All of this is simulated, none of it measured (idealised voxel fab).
The document below concerns the process module designated voxel transistor to metal.
It is cross-section cut that appears here, measuring 200 nm in width, its square cells being 5 nm in size.
A cross-section is a grid of square cells, given in bands from the top down. A band is one or more rows of cells.
The band entry comprises the height of the band's top followed by the height of its bottom, expressed in nm, and subsequently the band's materials from left to right, each stated together with its width in nm. Where a single material is marked with the word "throughout", that material fills the band from edge to edge. The word "blank" represents empty space.
For the purposes of this specification, 0 denotes the height below which the wafer in its as-received condition is composed wholly of one material, and the lowermost band, lacking a lower limit, extends downward without end, as expressed in "from 0 down".
Quick explanation for "30 to 40": the width changes in equal steps down the rows of cells, from the first number in the band's top row to the second number in its bottom row.
No cell of the cross-section changed in a step that is given as "stayed the same".
Entry "Completely sealed voids" = empty spaces >= 8 cells with no open way to the top; each as width x height at distance, distance from left edge, all nm.
On each step's line, the part that comes after the settings is the simulator's own comment on the step.
overlay nm: mask right of planned place by this much (step with mask). Neg. = left.
Process steps - plan:
1: RECEIVE,material Si
2: OXIDIZE,depth nm 5
3: CONFORMAL_DEP,material SiN,thk nm 10
4: DIRECTIONAL_DEP,material aC,thk nm 10
5: PATTERN,tone cover,mask id ACTIVE,material resist,width nm 115,thk nm 30,overlay nm 0
6: DIRECTIONAL_ETCH,etch materials aC,depth nm 10
7: STRIP,etch materials resist
8: DIRECTIONAL_ETCH,etch materials SiN,depth nm 10
9: DIRECTIONAL_ETCH,etch materials SiO2,depth nm 5
10: DIRECTIONAL_ETCH,etch materials Si,depth nm 20
11: STRIP,etch materials aC
12: OXIDIZE,depth nm 5
13: FILL_DEP,material SiO2,thk nm 5
14: CMP,height nm 10
15: SELECTIVE_ETCH,etch materials SiO2,depth nm 5
16: STRIP,etch materials SiN
17: SELECTIVE_ETCH,etch materials SiO2,depth nm 5
18: OXIDIZE,depth nm 5
19: DIRECTIONAL_DEP,material polySi,thk nm 25
20: DIRECTIONAL_DEP,material SiCN,thk nm 15
21: PATTERN,tone cover,mask id GATE,material resist,width nm 35,thk nm 15,overlay nm 0
22: DIRECTIONAL_ETCH,etch materials SiCN,depth nm 25
23: DIRECTIONAL_ETCH,etch materials polySi,depth nm 35
24: STRIP,etch materials resist
25: CONFORMAL_DEP,material SiN,thk nm 5
26: DIRECTIONAL_ETCH,etch materials SiN,depth nm 5
27: DIRECTIONAL_ETCH,etch materials SiO2,depth nm 5
28: DIRECTIONAL_ETCH,etch materials Si,depth nm 10
29: EPI,material pSi,thk nm 15
30: FILL_DEP,material SiO2,thk nm 10
31: CMP,height nm 20
32: STRIP,etch materials polySi
33: SELECTIVE_ETCH,etch materials SiO2,depth nm 5
34: CONFORMAL_DEP,material HfO2,thk nm 5
35: CONFORMAL_DEP,material TiN,thk nm 5
36: FILL_DEP,material W,thk nm 10
37: CMP,height nm 15
38: DIRECTIONAL_DEP,material SiO2,thk nm 10
39: MASKED_ETCH,tone open,mask id CONTACT,width nm 15,pitch nm 80,etch materials SiO2,depth nm 30,overlay nm 0
40: CONFORMAL_DEP,material TiN,thk nm 5
41: FILL_DEP,material Ru,thk nm 10
42: CMP,height nm 25
43: CONFORMAL_DEP,material SiN,thk nm 5
44: DIRECTIONAL_DEP,material SiO2,thk nm 20
45: MASKED_ETCH,tone open,mask id METAL_1,width nm 15,pitch nm 80,etch materials SiO2,depth nm 20,overlay nm 0
46: MASKED_ETCH,tone open,mask id METAL_1,width nm 15,pitch nm 80,etch materials SiN,depth nm 5,overlay nm 0
47: CONFORMAL_DEP,material TiN,thk nm 5
48: FILL_DEP,material Cu,thk nm 5
49: CMP,height nm 50
50: EPI,material Ru,thk nm 5
51: FILL_DEP,material SiCN,thk nm 5
Cross-section of the wafer upon arrival, representing the state reached after step 1:
  from 0 down  Si throughout
  Completely sealed voids: none
The first of two wafers, cross-sectioned at the end of the module, with the run proceeding as planned:
  from 60 to 55  SiCN throughout
  from 55 to 50  45 nm SiCN, 25 nm Ru, 55 nm SiCN, 25 nm Ru, 50 nm SiCN
  from 50 to 30  50 nm SiO2, 5 nm TiN, 5 nm Cu, 5 nm TiN, 65 nm SiO2, 5 nm TiN, 5 nm Cu, 5 nm TiN, 55 nm SiO2
  from 30 to 25  50 nm SiN, 15 nm TiN, 65 nm SiN, 15 nm TiN, 55 nm SiN
  from 25 to 15  50 nm SiO2, 5 nm TiN, 5 nm Ru, 5 nm TiN, 65 nm SiO2, 5 nm TiN, 5 nm Ru, 5 nm TiN, 55 nm SiO2
  from 15 to 10  50 nm SiO2, 5 nm TiN, 5 nm Ru, 5 nm TiN, 10 nm SiO2, 5 nm SiN, 5 nm HfO2, 5 nm TiN, 15 nm W, 5 nm TiN, 5 nm HfO2, 5 nm SiN, 10 nm SiO2, 5 nm TiN, 5 nm Ru, 5 nm TiN, 55 nm SiO2
  from 10 to 5  50 nm SiO2, 15 nm TiN, 10 nm SiO2, 5 nm SiN, 5 nm HfO2, 5 nm TiN, 15 nm W, 5 nm TiN, 5 nm HfO2, 5 nm SiN, 10 nm SiO2, 15 nm TiN, 55 nm SiO2
  from 5 to 0  50 nm SiO2, 10 nm TiN, 15 nm pSi, 5 nm SiN, 5 nm HfO2, 5 nm TiN, 15 nm W, 5 nm TiN, 5 nm HfO2, 5 nm SiN, 15 nm pSi, 10 nm TiN, 55 nm SiO2
  from 0 to -5  35 nm SiO2, 5 nm SiN, 10 nm SiO2, 10 nm TiN, 15 nm pSi, 5 nm SiN, 5 nm HfO2, 25 nm TiN, 5 nm HfO2, 5 nm SiN, 15 nm pSi, 10 nm TiN, 10 nm SiO2, 5 nm SiN, 40 nm SiO2
  from -5 to -10  40 nm SiO2, 35 nm pSi, 45 nm HfO2, 35 nm pSi, 45 nm SiO2
  from -10 to -20  45 nm SiO2, 30 nm pSi, 45 nm Si, 30 nm pSi, 50 nm SiO2
  from -20 to -30  45 nm SiO2, 105 nm Si, 50 nm SiO2
  from -30 down  Si throughout
  Completely sealed voids: none
Cross-section of the latter of the two wafers at module completion. It had an identical start and an identical plan to the former; in running it, one mistake was made:
  from 60 to 55  SiCN throughout
  from 55 to 50  45 nm SiCN, 25 nm Ru, 55 nm SiCN, 25 nm Ru, 50 nm SiCN
  from 50 to 45  50 nm SiO2, 5 nm TiN, 5 nm Cu, 5 nm TiN, 65 nm SiO2, 5 nm TiN, 5 nm Cu, 5 nm TiN, 55 nm SiO2
  from 45 to 40  50 nm SiN, 15 nm TiN, 65 nm SiN, 15 nm TiN, 55 nm SiN
  from 40 to 30  Ru throughout
  from 30 to 25  55 nm TiN, 5 nm Ru, 75 nm TiN, 5 nm Ru, 60 nm TiN
  from 25 to 15  50 nm SiO2, 5 nm TiN, 5 nm Ru, 5 nm TiN, 65 nm SiO2, 5 nm TiN, 5 nm Ru, 5 nm TiN, 55 nm SiO2
  from 15 to 10  50 nm SiO2, 5 nm TiN, 5 nm Ru, 5 nm TiN, 10 nm SiO2, 5 nm SiN, 5 nm HfO2, 5 nm TiN, 15 nm W, 5 nm TiN, 5 nm HfO2, 5 nm SiN, 10 nm SiO2, 5 nm TiN, 5 nm Ru, 5 nm TiN, 55 nm SiO2
  from 10 to 5  50 nm SiO2, 15 nm TiN, 10 nm SiO2, 5 nm SiN, 5 nm HfO2, 5 nm TiN, 15 nm W, 5 nm TiN, 5 nm HfO2, 5 nm SiN, 10 nm SiO2, 15 nm TiN, 55 nm SiO2
  from 5 to 0  50 nm SiO2, 10 nm TiN, 15 nm pSi, 5 nm SiN, 5 nm HfO2, 5 nm TiN, 15 nm W, 5 nm TiN, 5 nm HfO2, 5 nm SiN, 15 nm pSi, 10 nm TiN, 55 nm SiO2
  from 0 to -5  35 nm SiO2, 5 nm SiN, 10 nm SiO2, 10 nm TiN, 15 nm pSi, 5 nm SiN, 5 nm HfO2, 25 nm TiN, 5 nm HfO2, 5 nm SiN, 15 nm pSi, 10 nm TiN, 10 nm SiO2, 5 nm SiN, 40 nm SiO2
  from -5 to -10  40 nm SiO2, 35 nm pSi, 45 nm HfO2, 35 nm pSi, 45 nm SiO2
  from -10 to -20  45 nm SiO2, 30 nm pSi, 45 nm Si, 30 nm pSi, 50 nm SiO2
  from -20 to -30  45 nm SiO2, 105 nm Si, 50 nm SiO2
  from -30 down  Si throughout
  Completely sealed voids: none
Run error: the plan's step 42 went unexecuted, having been skipped
Cell-count delta at end, second wafer over first, by material: 6 fewer of Cu, 82 more of Ru, 102 fewer of SiO2, 26 more of TiN
